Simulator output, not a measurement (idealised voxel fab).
This section sets out a process module, namely voxel trench capacitor.
Section shown: cut. Width: 245 nm. Cell size: 5 nm, square.
Just so we're on the same page, the cross-sections are grids of square cells, and they're listed out in bands top to bottom, each band one or more rows deep. In this notation a band is specified by the heights of its top and bottom, in that order and in nm, after which its materials appear from left to right, each paired with its width in nm. The word "all across" attached to a single material means that material fills the band from edge to edge; the word "empty" stands for empty space. Heights from 0 (as-received wafer is one material below). Bottom band endless downward, as "top 0, no bottom". When a width is written as two numbers, as in "30 to 40", the first number is the width in the top row of cells of the band and the second is the width in its bottom row, and the width changes by the same amount from each row to the next. No cell of the cross-section changed in a step that is given as "remained the same". The entry "Enclosed void listing" lists the empty spaces that cover at least 8 cells and have no open path to the top. Each is written as width x height at distance, where the distance is measured from the left edge and all three values are in nm. The remark found on a step's line after its settings is issued by the simulator itself and pertains to that step. Each step line may optionally specify "overlay nm", which for a step with a mask gives the rightward distance between the mask's planned place and where it lay, a negative value indicating the leftward direction.

Here's what the planned process steps look like:
step 1: RECEIVE (material Si)
step 2: CONFORMAL_DEP (material SiN; thk nm 10)
step 3: DIRECTIONAL_DEP (material aC; thk nm 15)
step 4: PATTERN (tone open; mask id TRENCH; material resist; width nm 20; pitch nm 40; thk nm 35; overlay nm 0)
step 5: DIRECTIONAL_ETCH (etch materials aC; depth nm 15)
step 6: STRIP (etch materials resist)
step 7: DIRECTIONAL_ETCH (etch materials SiN; depth nm 10)
step 8: DIRECTIONAL_ETCH (etch materials Si; depth nm 30)
step 9: STRIP (etch materials aC)
step 10: CONFORMAL_DEP (material Al2O3; thk nm 5)
step 11: FILL_DEP (material polySi; thk nm 10)
step 12: CMP (height nm 10)

Here's what the wafer looked like in cross-section when it arrived - that's after step 1:
> top 0, no bottom = Si all across
> Enclosed void listing: none

One mistake in running the module, otherwise start and plan as above: cross-section at the end:
> top 10, bottom 0 = 90 nm SiN | 5 nm aC | 10 nm polySi | 5 nm aC | 20 nm SiN | 5 nm aC | 10 nm polySi | 5 nm aC | 95 nm SiN
> top 0, bottom -25 = 90 nm Si | 5 nm aC | 10 nm polySi | 5 nm aC | 20 nm Si | 5 nm aC | 10 nm polySi | 5 nm aC | 95 nm Si
> top -25, bottom -30 = 90 nm Si | 20 nm aC | 20 nm Si | 20 nm aC | 95 nm Si
> top -30, no bottom = Si all across
> Enclosed void listing: none
Against the plan, the run slipped here: step 10 changed vs plan, executed as CONFORMAL_DEP (material aC; thk nm 5)
